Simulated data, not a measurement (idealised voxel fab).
process module | voxel self aligned contacts
cross-section cut | 250 nm wide | cells 5 nm
A cross-section is a grid of square cells, given in bands from the top down. A band is one or more rows of cells.
Each band's line starts with the height of the band's top and of its bottom, in nm. Then come its materials from left to right, each with its width in nm. One material with "throughout" fills the band from edge to edge. "air" is empty space.
Height 0 is the level under which the wafer as received is all one material. The lowest band goes on downwards, as in "0 down".
A width such as "30 to 40" changes by the same amount from each row of cells to the next, from the band's top row to its bottom row.
"no change" after a step means that no cell of the cross-section changed.
closed voids: empty space of 8 cells or more with no open way to the top, each as width x height at its distance from the left edge, in nm
after a step's settings: what the simulator itself notes on the step
overlay nm, on a step with a mask: how far to the right of its planned place the mask lay; to the left if negative
plan
1 op RECEIVE | material Si
2 op OXIDIZE | depth nm 5
3 op DIRECTIONAL_DEP | material polySi | thk nm 25
4 op DIRECTIONAL_DEP | material SiN | thk nm 20
5 op DIRECTIONAL_DEP | material aC | thk nm 15
6 op PATTERN | tone cover | mask id GATE | material resist | width nm 30 | pitch nm 75 | thk nm 30 | overlay nm 0
7 op DIRECTIONAL_ETCH | etch materials aC | depth nm 15
8 op STRIP | etch materials resist
9 op DIRECTIONAL_ETCH | etch materials SiN | depth nm 20
10 op DIRECTIONAL_ETCH | etch materials polySi | depth nm 25
11 op STRIP | etch materials aC
12 op CONFORMAL_DEP | material SiN | thk nm 10
13 op DIRECTIONAL_ETCH | etch materials SiN | depth nm 10
14 op FILL_DEP | material SiO2 | thk nm 15
15 op CMP | height nm 55
16 op DIRECTIONAL_DEP | material aC | thk nm 15
17 op PATTERN | tone open | mask id CONTACT | material resist | width nm 55 | thk nm 30 | overlay nm 0
18 op DIRECTIONAL_ETCH | etch materials aC | depth nm 15
19 op STRIP | etch materials resist
20 op DIRECTIONAL_ETCH | etch materials SiO2 | depth nm 60
21 op STRIP | etch materials aC
22 op CONFORMAL_DEP | material TiN | thk nm 5
23 op FILL_DEP | material W | thk nm 5
24 op CMP | height nm 55
25 op CONFORMAL_DEP | material SiCN | thk nm 5
first wafer, as planned
as received, after step 1
  0 down: Si throughout
  closed voids: none
after step 2
  0 to -5: SiO2 throughout
  below -5: unchanged
after step 3
  25 to 0: polySi throughout
  below 0: unchanged
after step 4
  45 to 25: SiN throughout
  below 25: unchanged
after step 5
  60 to 45: aC throughout
  below 45: unchanged
after step 6
  90 to 60: air 70 | resist 30 | air 45 | resist 30 | air 75
  below 60: unchanged
after step 7
  75 to 60: air 70 | resist 30 | air 45 | resist 30 | air 75
  60 to 45: air 70 | aC 30 | air 45 | aC 30 | air 75
  below 45: unchanged
after step 8
  60 to 45: air 70 | aC 30 | air 45 | aC 30 | air 75
  below 45: unchanged
after step 9
  60 to 45: air 70 | aC 30 | air 45 | aC 30 | air 75
  45 to 25: air 70 | SiN 30 | air 45 | SiN 30 | air 75
  below 25: unchanged
after step 10
  60 to 45: air 70 | aC 30 | air 45 | aC 30 | air 75
  45 to 25: air 70 | SiN 30 | air 45 | SiN 30 | air 75
  25 to 0: air 70 | polySi 30 | air 45 | polySi 30 | air 75
  below 0: unchanged
after step 11
  45 to 25: air 70 | SiN 30 | air 45 | SiN 30 | air 75
  below 25: unchanged
after step 12
  55 to 25: air 60 | SiN 50 | air 25 | SiN 50 | air 65
  25 to 10: air 60 | SiN 10 | polySi 30 | SiN 10 | air 25 | SiN 10 | polySi 30 | SiN 10 | air 65
  10 to 0: SiN 70 | polySi 30 | SiN 45 | polySi 30 | SiN 75
  below 0: unchanged
after step 13
  45 to 25: air 60 | SiN 50 | air 25 | SiN 50 | air 65
  25 to 0: air 60 | SiN 10 | polySi 30 | SiN 10 | air 25 | SiN 10 | polySi 30 | SiN 10 | air 65
  below 0: unchanged
after step 14
  60 to 45: SiO2 throughout
  45 to 25: SiO2 60 | SiN 50 | SiO2 25 | SiN 50 | SiO2 65
  25 to 0: SiO2 60 | SiN 10 | polySi 30 | SiN 10 | SiO2 25 | SiN 10 | polySi 30 | SiN 10 | SiO2 65
  below 0: unchanged
after step 15
  55 to 45: SiO2 throughout
  below 45: unchanged
after step 16
  70 to 55: aC throughout
  below 55: unchanged
after step 17
  100 to 70: resist 95 | air 55 | resist 100
  below 70: unchanged
after step 18
  85 to 70: resist 95 | air 55 | resist 100
  70 to 55: aC 95 | air 55 | aC 100
  below 55: unchanged
after step 19
  70 to 55: aC 95 | air 55 | aC 100
  below 55: unchanged
after step 20
  70 to 55: aC 95 | air 55 | aC 100
  55 to 45: SiO2 95 | air 55 | SiO2 100
  45 to 25: SiO2 60 | SiN 50 | air 25 | SiN 50 | SiO2 65
  25 to 0: SiO2 60 | SiN 10 | polySi 30 | SiN 10 | air 25 | SiN 10 | polySi 30 | SiN 10 | SiO2 65
  0 to -5: SiO2 110 | air 25 | SiO2 115
  below -5: unchanged
after step 21
  55 to 45: SiO2 95 | air 55 | SiO2 100
  below 45: unchanged
after step 22
  60 to 55: TiN 100 | air 45 | TiN 105
  55 to 45: SiO2 95 | TiN 5 to 20 | air 45 to 15 | TiN 5 to 20 | SiO2 100
  45 to 25: SiO2 60 | SiN 50 | TiN 5 | air 15 | TiN 5 | SiN 50 | SiO2 65
  25 to 0: SiO2 60 | SiN 10 | polySi 30 | SiN 10 | TiN 5 | air 15 | TiN 5 | SiN 10 | polySi 30 | SiN 10 | SiO2 65
  0 to -5: SiO2 110 | TiN 25 | SiO2 115
  below -5: unchanged
after step 23
  65 to 60: W throughout
  60 to 55: TiN 100 | W 45 | TiN 105
  55 to 45: SiO2 95 | TiN 5 to 20 | W 45 to 15 | TiN 5 to 20 | SiO2 100
  45 to 25: SiO2 60 | SiN 50 | TiN 5 | W 15 | TiN 5 | SiN 50 | SiO2 65
  25 to 0: SiO2 60 | SiN 10 | polySi 30 | SiN 10 | TiN 5 | W 15 | TiN 5 | SiN 10 | polySi 30 | SiN 10 | SiO2 65
  below 0: unchanged
after step 24
  55 to 45: SiO2 95 | TiN 5 to 20 | W 45 to 15 | TiN 5 to 20 | SiO2 100
  below 45: unchanged
after step 25
  60 to 55: SiCN throughout
  below 55: unchanged
second wafer: like start, like plan, one mistake. Through step 5 it matches the first wafer
when step 6 should have ended
  90 to 60: resist 70 | air 30 | resist 45 | air 30 | resist 75
  below 60: unchanged
when step 7 should have ended
  75 to 60: resist 70 | air 30 | resist 45 | air 30 | resist 75
  60 to 45: aC 70 | air 30 | aC 45 | air 30 | aC 75
  below 45: unchanged
when step 8 should have ended
  60 to 45: aC 70 | air 30 | aC 45 | air 30 | aC 75
  below 45: unchanged
when step 9 should have ended
  60 to 45: aC 70 | air 30 | aC 45 | air 30 | aC 75
  45 to 25: SiN 70 | air 30 | SiN 45 | air 30 | SiN 75
  below 25: unchanged
when step 10 should have ended
  60 to 45: aC 70 | air 30 | aC 45 | air 30 | aC 75
  45 to 25: SiN 70 | air 30 | SiN 45 | air 30 | SiN 75
  25 to 0: polySi 70 | air 30 | polySi 45 | air 30 | polySi 75
  below 0: unchanged
when step 11 should have ended
  45 to 25: SiN 70 | air 30 | SiN 45 | air 30 | SiN 75
  below 25: unchanged
when step 12 should have ended
  55 to 25: SiN 80 | air 10 | SiN 65 | air 10 | SiN 85
  25 to 10: polySi 70 | SiN 10 | air 10 | SiN 10 | polySi 45 | SiN 10 | air 10 | SiN 10 | polySi 75
  10 to 0: polySi 70 | SiN 30 | polySi 45 | SiN 30 | polySi 75
  below 0: unchanged
when step 13 should have ended
  45 to 25: SiN 80 | air 10 | SiN 65 | air 10 | SiN 85
  25 to 0: polySi 70 | SiN 10 | air 10 | SiN 10 | polySi 45 | SiN 10 | air 10 | SiN 10 | polySi 75
  below 0: unchanged
when step 14 should have ended
  60 to 45: SiO2 throughout
  45 to 25: SiN 80 | SiO2 10 | SiN 65 | SiO2 10 | SiN 85
  25 to 0: polySi 70 | SiN 10 | SiO2 10 | SiN 10 | polySi 45 | SiN 10 | SiO2 10 | SiN 10 | polySi 75
  below 0: unchanged
when step 15 should have ended
  55 to 45: SiO2 throughout
  below 45: unchanged
when step 16 should have ended
  70 to 55: aC throughout
  below 55: unchanged
when step 17 should have ended
  100 to 70: resist 95 | air 55 | resist 100
  below 70: unchanged
when step 18 should have ended
  85 to 70: resist 95 | air 55 | resist 100
  70 to 55: aC 95 | air 55 | aC 100
  below 55: unchanged
when step 19 should have ended
  70 to 55: aC 95 | air 55 | aC 100
  below 55: unchanged
when step 20 should have ended
  70 to 55: aC 95 | air 55 | aC 100
  55 to 45: SiO2 95 | air 55 | SiO2 100
  below 45: unchanged
when step 21 should have ended
  55 to 45: SiO2 95 | air 55 | SiO2 100
  below 45: unchanged
when step 22 should have ended
  60 to 55: TiN 100 | air 45 | TiN 105
  55 to 50: SiO2 95 | TiN 5 | air 45 | TiN 5 | SiO2 100
  50 to 45: SiO2 95 | TiN 55 | SiO2 100
  below 45: unchanged
when step 23 should have ended
  65 to 60: W throughout
  60 to 55: TiN 100 | W 45 | TiN 105
  55 to 50: SiO2 95 | TiN 5 | W 45 | TiN 5 | SiO2 100
  below 50: unchanged
when step 24 should have ended
  55 to 50: SiO2 95 | TiN 5 | W 45 | TiN 5 | SiO2 100
  below 50: unchanged
when step 25 should have ended
  60 to 55: SiCN throughout
  below 55: unchanged
what went wrong: step 6 ran as: op PATTERN | tone open | mask id GATE | material resist | width nm 30 | pitch nm 75 | thk nm 30 | overlay nm 0
at the end the second wafer has, in cells: 104 more of SiN | 184 fewer of SiO2 | 20 fewer of TiN | 30 fewer of W | 130 more of polySi
